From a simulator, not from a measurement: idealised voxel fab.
Proc. module: voxel wiring stack
Shown is cross-section cut, with a width of 165 nm and square cells of size 5 nm.
In this document a cross-section is written as a grid of square cells. It is given as a series of bands, listed from the top down, and a band is one or more rows of cells.
Top, bottom (nm), then materials left to right with widths (nm); lone material tagged "all across" fills the whole band edge to edge; "empty" = empty space.
It should be noted that heights are counted from 0, beneath which the wafer as supplied is of one material throughout, and that the lowest band possesses no lower boundary but continues downward, as written in "from 0 down".
Read "30 to 40" as a graded width: first number on top, second number at the bottom, same change between each pair of neighbouring rows.
Key: "same as before" - step with no changed cell in the cross-section.
Closed-off voids of 8+ cells (no open route to the top) go in "Closed void list", written width x height at distance from the left edge, in nm.
If you see something after the settings on a step's line, that's the simulator's own remark about that step.
overlay nm, on a step with a mask: how far to the right of its planned place the mask lay; to the left if negative
This section lists the process steps that were planned:
1) RECEIVE: material Si
2) CONFORMAL_DEP: material SiO2, thk nm 10
3) DIRECTIONAL_DEP: material TiN, thk nm 5
4) DIRECTIONAL_DEP: material W, thk nm 25
5) PATTERN: tone cover, mask id METAL_1, material resist, width nm 20, pitch nm 40, thk nm 15, overlay nm 0
6) DIRECTIONAL_ETCH: etch materials W, depth nm 25
7) DIRECTIONAL_ETCH: etch materials TiN, depth nm 5
8) STRIP: etch materials resist
9) CONFORMAL_DEP: material SiCN, thk nm 5
10) FILL_DEP: material lowk, thk nm 10
11) CMP: height nm 40
12) CONFORMAL_DEP: material SiCN, thk nm 5
13) DIRECTIONAL_DEP: material SiO2, thk nm 20
14) DIRECTIONAL_DEP: material aC, thk nm 10
15) PATTERN: tone open, mask id PLUG_1, material resist, width nm 15, pitch nm 40, thk nm 25, overlay nm 0
16) DIRECTIONAL_ETCH: etch materials aC, depth nm 10
17) STRIP: etch materials resist
18) DIRECTIONAL_ETCH: etch materials SiO2, depth nm 20
19) DIRECTIONAL_ETCH: etch materials SiCN, depth nm 5
20) STRIP: etch materials aC
21) CONFORMAL_DEP: material TiN, thk nm 5
22) FILL_DEP: material Cu, thk nm 10
23) CMP: height nm 65
24) DIRECTIONAL_DEP: material TiN, thk nm 5
25) DIRECTIONAL_DEP: material Ru, thk nm 15
26) PATTERN: tone cover, mask id METAL_2, material resist, width nm 20, pitch nm 40, thk nm 20, overlay nm 0
27) DIRECTIONAL_ETCH: etch materials Ru, depth nm 15
28) DIRECTIONAL_ETCH: etch materials TiN, depth nm 5
29) STRIP: etch materials resist
30) FILL_DEP: material lowk, thk nm 10
31) CMP: height nm 85
32) CONFORMAL_DEP: material SiCN, thk nm 5
33) DIRECTIONAL_DEP: material lowk, thk nm 20
34) PATTERN: tone open, mask id PLUG_2, material resist, width nm 15, pitch nm 40, thk nm 15, overlay nm 0
35) DIRECTIONAL_ETCH: etch materials lowk, depth nm 20
36) DIRECTIONAL_ETCH: etch materials SiCN, depth nm 5
37) STRIP: etch materials resist
38) EPI: material Ru, thk nm 10
39) EPI: material Ru, thk nm 10
40) EPI: material Ru, thk nm 5
41) DIRECTIONAL_DEP: material TiN, thk nm 5
42) DIRECTIONAL_DEP: material Ru, thk nm 15
43) DIRECTIONAL_DEP: material aC, thk nm 10
44) PATTERN: tone cover, mask id METAL_3, material resist, width nm 20, pitch nm 40, thk nm 25, overlay nm 0
45) DIRECTIONAL_ETCH: etch materials aC, depth nm 10
46) STRIP: etch materials resist
47) DIRECTIONAL_ETCH: etch materials Ru, depth nm 15
48) DIRECTIONAL_ETCH: etch materials TiN, depth nm 5
49) STRIP: etch materials aC
50) CONFORMAL_DEP: material SiN, thk nm 5
51) FILL_DEP: material SiO2, thk nm 10
52) CMP: height nm 130
53) CONFORMAL_DEP: material SiCN, thk nm 5
54) DIRECTIONAL_DEP: material lowk, thk nm 20
55) MASKED_ETCH: tone open, mask id PLUG_3, width nm 15, pitch nm 40, etch materials lowk, depth nm 20, overlay nm 0
56) MASKED_ETCH: tone open, mask id PLUG_3, width nm 15, pitch nm 40, etch materials SiCN, depth nm 5, overlay nm 0
57) EPI: material Ru, thk nm 10
58) EPI: material Ru, thk nm 10
59) EPI: material Ru, thk nm 5
60) DIRECTIONAL_DEP: material TiN, thk nm 5
61) DIRECTIONAL_DEP: material W, thk nm 15
62) MASKED_ETCH: tone cover, mask id METAL_4, width nm 20, pitch nm 40, etch materials W, depth nm 15, overlay nm 0
63) MASKED_ETCH: tone cover, mask id METAL_4, width nm 20, pitch nm 40, etch materials TiN, depth nm 5, overlay nm 0
64) FILL_DEP: material SiO2, thk nm 10
65) CMP: height nm 175
66) CONFORMAL_DEP: material SiCN, thk nm 5
Cross-section, incoming material, after step 1:
    from 0 down  Si all across
    Closed void list: none
The first of two wafers, cross-sectioned at the end of the module, with the run proceeding as planned:
    from 180 to 175  SiCN all across
    from 175 to 160  30 of SiO2 / 20 of W / 20 of SiO2 / 20 of W / 20 of SiO2 / 20 of W / 35 of SiO2
    from 160 to 155  30 of SiO2 / 20 of TiN / 20 of SiO2 / 20 of TiN / 20 of SiO2 / 20 of TiN / 35 of SiO2
    from 155 to 135  30 of lowk / 15 of Ru / 25 of lowk / 15 of Ru / 25 of lowk / 15 of Ru / 40 of lowk
    from 135 to 130  30 of SiCN / 15 of Ru / 25 of SiCN / 15 of Ru / 25 of SiCN / 15 of Ru / 40 of SiCN
    from 130 to 115  25 of SiO2 / 5 of SiN / 20 of Ru / 5 of SiN / 10 of SiO2 / 5 of SiN / 20 of Ru / 5 of SiN / 10 of SiO2 / 5 of SiN / 20 of Ru / 5 of SiN / 30 of SiO2
    from 115 to 110  30 of SiN / 20 of TiN / 20 of SiN / 20 of TiN / 20 of SiN / 20 of TiN / 35 of SiN
    from 110 to 90  30 of lowk / 15 of Ru / 25 of lowk / 15 of Ru / 25 of lowk / 15 of Ru / 40 of lowk
    from 90 to 85  30 of SiCN / 15 of Ru / 25 of SiCN / 15 of Ru / 25 of SiCN / 15 of Ru / 40 of SiCN
    from 85 to 70  30 of lowk / 20 of Ru / 20 of lowk / 20 of Ru / 20 of lowk / 20 of Ru / 35 of lowk
    from 70 to 65  30 of lowk / 20 of TiN / 20 of lowk / 20 of TiN / 20 of lowk / 20 of TiN / 35 of lowk
    from 65 to 45  30 of SiO2 / 5 of TiN / 5 of Cu / 5 of TiN / 25 of SiO2 / 5 of TiN / 5 of Cu / 5 of TiN / 25 of SiO2 / 5 of TiN / 5 of Cu / 5 of TiN / 40 of SiO2
    from 45 to 40  30 of SiCN / 15 of TiN / 25 of SiCN / 15 of TiN / 25 of SiCN / 15 of TiN / 40 of SiCN
    from 40 to 15  25 of lowk / 5 of SiCN / 20 of W / 5 of SiCN / 10 of lowk / 5 of SiCN / 20 of W / 5 of SiCN / 10 of lowk / 5 of SiCN / 20 of W / 5 of SiCN / 30 of lowk
    from 15 to 10  30 of SiCN / 20 of TiN / 20 of SiCN / 20 of TiN / 20 of SiCN / 20 of TiN / 35 of SiCN
    from 10 to 0  SiO2 all across
    from 0 down  Si all across
    Closed void list: none
Cross-sectional view: second of two wafers, end of module; start and plan identical to the first, one mistake in running:
    from 180 to 175  SiCN all across
    from 175 to 160  30 of SiO2 / 20 of W / 20 of SiO2 / 20 of W / 20 of SiO2 / 20 of W / 35 of SiO2
    from 160 to 155  30 of SiO2 / 20 of TiN / 20 of SiO2 / 20 of TiN / 20 of SiO2 / 20 of TiN / 35 of SiO2
    from 155 to 135  30 of lowk / 15 of Ru / 25 of lowk / 15 of Ru / 25 of lowk / 15 of Ru / 40 of lowk
    from 135 to 130  30 of SiCN / 15 of Ru / 25 of SiCN / 15 of Ru / 25 of SiCN / 15 of Ru / 40 of SiCN
    from 130 to 115  25 of SiO2 / 5 of SiN / 20 of Ru / 5 of SiN / 10 of SiO2 / 5 of SiN / 20 of Ru / 5 of SiN / 10 of SiO2 / 5 of SiN / 20 of Ru / 5 of SiN / 30 of SiO2
    from 115 to 110  30 of SiN / 20 of TiN / 20 of SiN / 20 of TiN / 20 of SiN / 20 of TiN / 35 of SiN
    from 110 to 90  25 of lowk / 25 of Ru / 15 of lowk / 25 of Ru / 15 of lowk / 25 of Ru / 35 of lowk
    from 90 to 85  25 of SiCN / 25 of Ru / 15 of SiCN / 25 of Ru / 15 of SiCN / 25 of Ru / 35 of SiCN
    from 85 to 70  30 of lowk / 20 of Ru / 20 of lowk / 20 of Ru / 20 of lowk / 20 of Ru / 35 of lowk
    from 70 to 65  30 of lowk / 20 of TiN / 20 of lowk / 20 of TiN / 20 of lowk / 20 of TiN / 35 of lowk
    from 65 to 45  30 of SiO2 / 5 of TiN / 5 of Cu / 5 of TiN / 25 of SiO2 / 5 of TiN / 5 of Cu / 5 of TiN / 25 of SiO2 / 5 of TiN / 5 of Cu / 5 of TiN / 40 of SiO2
    from 45 to 40  30 of SiCN / 15 of TiN / 25 of SiCN / 15 of TiN / 25 of SiCN / 15 of TiN / 40 of SiCN
    from 40 to 15  25 of lowk / 5 of SiCN / 20 of W / 5 of SiCN / 10 of lowk / 5 of SiCN / 20 of W / 5 of SiCN / 10 of lowk / 5 of SiCN / 20 of W / 5 of SiCN / 30 of lowk
    from 15 to 10  30 of SiCN / 20 of TiN / 20 of SiCN / 20 of TiN / 20 of SiCN / 20 of TiN / 35 of SiCN
    from 10 to 0  SiO2 all across
    from 0 down  Si all across
    Closed void list: none
Deviation from plan: step 34 was run on a setting that differed from the plan, and what really ran there is PATTERN: tone open, mask id PLUG_2, material resist, width nm 25, pitch nm 40, thk nm 15, overlay nm 0
Upon completion, the second wafer contains, in terms of cells, a greater or smaller amount of certain materials than the first wafer: Ru +30 | SiCN -6 | lowk -24
